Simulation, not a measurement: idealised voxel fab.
The following process module bears the name voxel spacer lines.
We display cut, a cross-section 200 nm in width whose square cells are each 5 nm.
A cross-section is written here as square cells arranged in a grid, and it is given in bands from the top down, each band taking up one or more rows of cells. First you get the band's top height and its bottom height, in nm, and then the materials it's made of, left to right, with each width in nm. If you see a single material with "throughout", that one covers the band edge to edge. "empty" is empty space. We count height from 0. Below that, the starting wafer is all one material. The lowest band never ends at the bottom but goes on down; see "0..down" for how that is written. Top row gets the first number, bottom row gets the second, and each row in between changes by the same step: that is how a band width like "30->40" works. No cell of the cross-section changed in a step that is given as "no alteration". Entry "Entrapped void list" = empty spaces >= 8 cells with no open way to the top; each as width x height at distance, distance from left edge, all nm. Heads up: the bit after the settings on a step's line is the simulator's remark on that step. "overlay nm" denotes, for a step that has a mask, the displacement of the mask to the right of its planned place, with negative values corresponding to the left.
Below is the list of planned process steps:
| 1 | RECEIVE,material Si |
| 2 | CONFORMAL_DEP,material Al2O3,thk nm 10 |
| 3 | DIRECTIONAL_DEP,material W,thk nm 20 |
| 4 | DIRECTIONAL_DEP,material aC,thk nm 20 |
| 5 | PATTERN,tone cover,mask id MANDREL,material resist,width nm 20,pitch nm 60,thk nm 25,overlay nm 0 |
| 6 | DIRECTIONAL_ETCH,etch materials aC,depth nm 20 |
| 7 | STRIP,etch materials resist |
| 8 | CONFORMAL_DEP,material SiN,thk nm 10 |
| 9 | DIRECTIONAL_ETCH,etch materials SiN,depth nm 10 |
| 10 | STRIP,etch materials aC |
| 11 | DIRECTIONAL_ETCH,etch materials W,depth nm 20 |
| 12 | STRIP,etch materials SiN |
As-received state of the wafer in cross-section, equivalent to post-step 1:
0..down | Si throughout
Entrapped void list: none
Here's the cross-section of the first of our two wafers at the end of the module - it ran as planned:
30..10 | empty 20 | W 10 | empty 20 | W 10 | empty 20 | W 10 | empty 20 | W 10 | empty 20 | W 10 | empty 20 | W 10 | empty 20
10..0 | Al2O3 throughout
0..down | Si throughout
Entrapped void list: none
Wafer two cross-section, module end. Start and plan unchanged from wafer one; one mistake made during the run:
40..20 | empty 20 | W 10 | empty 20 | W 10 | empty 20 | W 10 | empty 20 | W 10 | empty 20 | W 10 | empty 20 | W 10 | empty 20
20..10 | W throughout
10..0 | Al2O3 throughout
0..down | Si throughout
Entrapped void list: none
Processing error: step 3 ran differently from the plan; actual operation with settings: DIRECTIONAL_DEP,material W,thk nm 30
at the end the second wafer has, in cells: W +80
